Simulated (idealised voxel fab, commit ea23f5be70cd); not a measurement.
Presented below is a process module, voxel transistor to metal.
Square cell edge 5 nm, section width 170 nm, ID cut.
Throughout this document, each cross-section is represented as a grid of square cells and is presented as a sequence of bands enumerated from the top downward, where a band comprises one or more rows of cells. First you get the band's top height and its bottom height, in nm, and then the materials it's made of, left to right, with each width in nm. If you see a single material with "full width", that one covers the band edge to edge. "blank" is empty space. Height reference: 0 = level under which incoming wafer is all one material. Lowest band: no bottom, runs on downward, e.g. "0 down". So if you see something like "30->40" for the width, read it as the top row of the band sitting at the first number and the bottom row at the second, with every row in between moving by the same amount as the last. "everything unchanged", as given for a step, is the statement that not any cell of the cross-section underwent a change during that step. The list in "Listed closed voids" covers empty spaces of 8 cells or more that cannot reach the top through any open way, and it gives each as width x height at distance; the distance is from the left edge, and width, height and distance are in nm. Anything after a step's settings on that line? It's the simulator's own note about the step. overlay nm: mask offset rightward from planned place, masked step; negative means leftward offset.
**These are the steps we planned for the process**
1 RECEIVE (material Si)
2 OXIDIZE (depth nm 5)
3 CONFORMAL_DEP (material SiN; thk nm 10)
4 MASKED_ETCH (tone cover; mask id ACTIVE; width nm 125; etch materials SiN; depth nm 10; overlay nm 0)
5 MASKED_ETCH (tone cover; mask id ACTIVE; width nm 125; etch materials SiO2; depth nm 5; overlay nm 0)
6 MASKED_ETCH (tone cover; mask id ACTIVE; width nm 125; etch materials Si; depth nm 25; overlay nm 0)
7 OXIDIZE (depth nm 5)
8 FILL_DEP (material SiO2; thk nm 15)
9 CMP (height nm 10)
10 SELECTIVE_ETCH (etch materials SiO2; depth nm 5)
11 STRIP (etch materials SiN)
12 SELECTIVE_ETCH (etch materials SiO2; depth nm 5)
13 OXIDIZE (depth nm 5)
14 DIRECTIONAL_DEP (material polySi; thk nm 30)
15 DIRECTIONAL_DEP (material SiCN; thk nm 10)
16 MASKED_ETCH (tone cover; mask id GATE; width nm 25; etch materials SiCN; depth nm 20; overlay nm 0)
17 MASKED_ETCH (tone cover; mask id GATE; width nm 25; etch materials polySi; depth nm 40; overlay nm 0)
18 CONFORMAL_DEP (material SiO2; thk nm 5)
19 DIRECTIONAL_ETCH (etch materials SiO2; depth nm 5)
20 CONFORMAL_DEP (material SiN; thk nm 10)
21 DIRECTIONAL_ETCH (etch materials SiN; depth nm 10)
22 DIRECTIONAL_ETCH (etch materials SiO2; depth nm 5)
23 DIRECTIONAL_ETCH (etch materials Si; depth nm 10)
24 EPI (material pSi; thk nm 15)
25 FILL_DEP (material SiO2; thk nm 5)
26 CMP (height nm 35)
27 DIRECTIONAL_DEP (material SiO2; thk nm 10)
28 PATTERN (tone open; mask id CONTACT; material resist; width nm 35; pitch nm 70; thk nm 20; overlay nm 0)
29 DIRECTIONAL_ETCH (etch materials SiO2; depth nm 40)
30 STRIP (etch materials resist)
31 CONFORMAL_DEP (material TiN; thk nm 5)
32 FILL_DEP (material W; thk nm 10)
33 CMP (height nm 45)
34 CONFORMAL_DEP (material SiN; thk nm 5)
35 DIRECTIONAL_DEP (material lowk; thk nm 25)
36 DIRECTIONAL_DEP (material aC; thk nm 15)
37 PATTERN (tone open; mask id METAL_1; material resist; width nm 20; pitch nm 85; thk nm 30; overlay nm 0)
38 DIRECTIONAL_ETCH (etch materials aC; depth nm 15)
39 STRIP (etch materials resist)
40 DIRECTIONAL_ETCH (etch materials lowk; depth nm 25)
41 DIRECTIONAL_ETCH (etch materials SiN; depth nm 5)
42 STRIP (etch materials aC)
43 CONFORMAL_DEP (material TiN; thk nm 5)
44 FILL_DEP (material Ru; thk nm 5)
45 CMP (height nm 75)
46 CONFORMAL_DEP (material SiCN; thk nm 5)
47 DIRECTIONAL_DEP (material lowk; thk nm 25)
48 MASKED_ETCH (tone open; mask id METAL_2; width nm 20; pitch nm 85; etch materials lowk; depth nm 15; overlay nm 0)
49 MASKED_ETCH (tone open; mask id METAL_2_HOLES; width nm 15; pitch nm 85; etch materials lowk; depth nm 10; overlay nm 0)
50 MASKED_ETCH (tone open; mask id METAL_2_HOLES; width nm 15; pitch nm 85; etch materials SiCN; depth nm 5; overlay nm 0)
51 CONFORMAL_DEP (material TiN; thk nm 5)
52 FILL_DEP (material Cu; thk nm 10)
53 CMP (height nm 105)
54 CONFORMAL_DEP (material SiCN; thk nm 5)
**Received-state cross-section, reflecting completion of step 1**
- 0 down | Si full width
- Listed closed voids: none
**Wafer cross-section at end of module: start and plan as shown above, one execution error**
- 110 to 105 | SiCN full width
- 105 to 100 | Cu full width
- 100 to 95 | TiN 35, then Cu 10, then TiN 75, then Cu 10, then TiN 40
- 95 to 90 | lowk 30, then TiN 20, then lowk 65, then TiN 20, then lowk 35
- 90 to 80 | lowk 45, then TiN 5, then lowk 80, then TiN 5, then lowk 35
- 80 to 75 | SiCN full width
- 75 to 50 | lowk 30, then TiN 5, then Ru 10, then TiN 5, then lowk 65, then TiN 5, then Ru 10, then TiN 5, then lowk 35
- 50 to 45 | SiN 30, then TiN 20, then SiN 65, then TiN 20, then SiN 35
- 45 to 35 | SiO2 30, then TiN 5, then W 25->15, then TiN 5->15, then SiO2 35, then TiN 5->15, then W 25->15, then TiN 5, then SiO2 35
- 35 to 25 | SiO2 30, then TiN 5, then W 15, then TiN 5, then SiN 10, then SiO2 5, then SiCN 25, then SiO2 5, then SiN 10, then TiN 5, then W 15, then TiN 5, then SiO2 35
- 25 to 10 | SiO2 30, then TiN 5, then W 15, then TiN 5, then SiN 10, then SiO2 5, then polySi 25, then SiO2 5, then SiN 10, then TiN 5, then W 15, then TiN 5, then SiO2 35
- 10 to 5 | SiO2 30, then TiN 25, then SiN 10, then SiO2 5, then polySi 25, then SiO2 5, then SiN 10, then TiN 25, then SiO2 35
- 5 to 0 | SiO2 25, then pSi 30, then SiN 10, then SiO2 5, then polySi 25, then SiO2 5, then SiN 10, then pSi 30, then SiO2 30
- 0 to -5 | SiO2 20, then SiN 10, then pSi 25, then SiN 10, then SiO2 5, then polySi 25, then SiO2 5, then SiN 10, then pSi 25, then SiN 10, then SiO2 25
- -5 to -10 | SiO2 30, then pSi 25, then SiO2 55, then pSi 25, then SiO2 35
- -10 to -20 | SiO2 25, then Si 5, then pSi 25, then Si 55, then pSi 25, then Si 5, then SiO2 30
- -20 to -35 | SiO2 25, then Si 115, then SiO2 30
- -35 down | Si full width
- Listed closed voids: none
It is concluded that the wafer was processed incorrectly with respect to the plan, in that not per plan at step 49, really ran MASKED_ETCH (tone cover; mask id METAL_2_HOLES; width nm 15; pitch nm 85; etch materials lowk; depth nm 10; overlay nm 0)
